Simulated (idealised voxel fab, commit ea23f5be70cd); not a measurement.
process module | voxel double patterning
cross-section cut | 290 nm wide | cells 5 nm
A cross-section is a grid of square cells, given in bands from the top down. A band is one or more rows of cells.
Each band's line starts with the height of the band's top and of its bottom, in nm. Then come its materials from left to right, each with its width in nm. One material with "throughout" fills the band from edge to edge. "air" is empty space.
Height 0 is the level under which the wafer as received is all one material. The lowest band goes on downwards, as in "0 down".
A width such as "30 to 40" changes by the same amount from each row of cells to the next, from the band's top row to its bottom row.
"no change" after a step means that no cell of the cross-section changed.
closed voids: empty space of 8 cells or more with no open way to the top, each as width x height at its distance from the left edge, in nm
after a step's settings: what the simulator itself notes on the step
overlay nm, on a step with a mask: how far to the right of its planned place the mask lay; to the left if negative
plan
1 op RECEIVE | material Si
2 op CONFORMAL_DEP | material SiN | thk nm 5
3 op DIRECTIONAL_DEP | material SiO2 | thk nm 15
4 op DIRECTIONAL_DEP | material SiCN | thk nm 5
5 op DIRECTIONAL_DEP | material aC | thk nm 10
6 op PATTERN | tone open | mask id FIRST | material resist | width nm 15 | pitch nm 50 | thk nm 30 | overlay nm 0
7 op DIRECTIONAL_ETCH | etch materials aC | depth nm 10
8 op STRIP | etch materials resist
9 op DIRECTIONAL_ETCH | etch materials SiCN | depth nm 5
10 op STRIP | etch materials aC
11 op PATTERN | tone open | mask id SECOND | material resist | width nm 15 | thk nm 20 | overlay nm 0
12 op DIRECTIONAL_ETCH | etch materials SiCN | depth nm 5
13 op STRIP | etch materials resist
14 op DIRECTIONAL_ETCH | etch materials SiO2 | depth nm 15
15 op STRIP | etch materials SiCN
first wafer, as planned
as received, after step 1
  0 down: Si throughout
  closed voids: none
after step 2
  5 to 0: SiN throughout
  below 0: unchanged
after step 3
  20 to 5: SiO2 throughout
  below 5: unchanged
after step 4
  25 to 20: SiCN throughout
  below 20: unchanged
after step 5
  35 to 25: aC throughout
  below 25: unchanged
after step 6
  65 to 35: resist 110 | air 15 | resist 35 | air 15 | resist 115
  below 35: unchanged
after step 7
  55 to 35: resist 110 | air 15 | resist 35 | air 15 | resist 115
  35 to 25: aC 110 | air 15 | aC 35 | air 15 | aC 115
  below 25: unchanged
after step 8
  35 to 25: aC 110 | air 15 | aC 35 | air 15 | aC 115
  below 25: unchanged
after step 9
  35 to 25: aC 110 | air 15 | aC 35 | air 15 | aC 115
  25 to 20: SiCN 110 | air 15 | SiCN 35 | air 15 | SiCN 115
  below 20: unchanged
after step 10
  25 to 20: SiCN 110 | air 15 | SiCN 35 | air 15 | SiCN 115
  below 20: unchanged
after step 11
  45 to 25: resist 135 | air 15 | resist 140
  25 to 20: SiCN 110 | resist 15 | SiCN 35 | resist 15 | SiCN 115
  below 20: unchanged
after step 12
  45 to 25: resist 135 | air 15 | resist 140
  25 to 20: SiCN 110 | resist 15 | SiCN 10 | air 15 | SiCN 10 | resist 15 | SiCN 115
  below 20: unchanged
after step 13
  25 to 20: SiCN 110 | air 15 | SiCN 10 | air 15 | SiCN 10 | air 15 | SiCN 115
  below 20: unchanged
after step 14
  25 to 20: SiCN 110 | air 15 | SiCN 10 | air 15 | SiCN 10 | air 15 | SiCN 115
  20 to 5: SiO2 110 | air 15 | SiO2 10 | air 15 | SiO2 10 | air 15 | SiO2 115
  below 5: unchanged
after step 15
  20 to 5: SiO2 110 | air 15 | SiO2 10 | air 15 | SiO2 10 | air 15 | SiO2 115
  below 5: unchanged
second wafer: like start, like plan, one mistake. Through step 2 it matches the first wafer
when step 3 should have ended
  15 to 5: SiO2 throughout
  below 5: unchanged
when step 4 should have ended
  20 to 15: SiCN throughout
  below 15: unchanged
when step 5 should have ended
  30 to 20: aC throughout
  below 20: unchanged
when step 6 should have ended
  60 to 30: resist 110 | air 15 | resist 35 | air 15 | resist 115
  below 30: unchanged
when step 7 should have ended
  50 to 30: resist 110 | air 15 | resist 35 | air 15 | resist 115
  30 to 20: aC 110 | air 15 | aC 35 | air 15 | aC 115
  below 20: unchanged
when step 8 should have ended
  30 to 20: aC 110 | air 15 | aC 35 | air 15 | aC 115
  below 20: unchanged
when step 9 should have ended
  30 to 20: aC 110 | air 15 | aC 35 | air 15 | aC 115
  20 to 15: SiCN 110 | air 15 | SiCN 35 | air 15 | SiCN 115
  below 15: unchanged
when step 10 should have ended
  20 to 15: SiCN 110 | air 15 | SiCN 35 | air 15 | SiCN 115
  below 15: unchanged
when step 11 should have ended
  40 to 20: resist 135 | air 15 | resist 140
  20 to 15: SiCN 110 | resist 15 | SiCN 35 | resist 15 | SiCN 115
  below 15: unchanged
when step 12 should have ended
  40 to 20: resist 135 | air 15 | resist 140
  20 to 15: SiCN 110 | resist 15 | SiCN 10 | air 15 | SiCN 10 | resist 15 | SiCN 115
  below 15: unchanged
when step 13 should have ended
  20 to 15: SiCN 110 | air 15 | SiCN 10 | air 15 | SiCN 10 | air 15 | SiCN 115
  below 15: unchanged
when step 14 should have ended
  20 to 15: SiCN 110 | air 15 | SiCN 10 | air 15 | SiCN 10 | air 15 | SiCN 115
  15 to 5: SiO2 110 | air 15 | SiO2 10 | air 15 | SiO2 10 | air 15 | SiO2 115
  below 5: unchanged
when step 15 should have ended
  15 to 5: SiO2 110 | air 15 | SiO2 10 | air 15 | SiO2 10 | air 15 | SiO2 115
  below 5: unchanged
what went wrong: step 3 ran as: op DIRECTIONAL_DEP | material SiO2 | thk nm 10
at the end the second wafer has, in cells: 49 fewer of SiO2
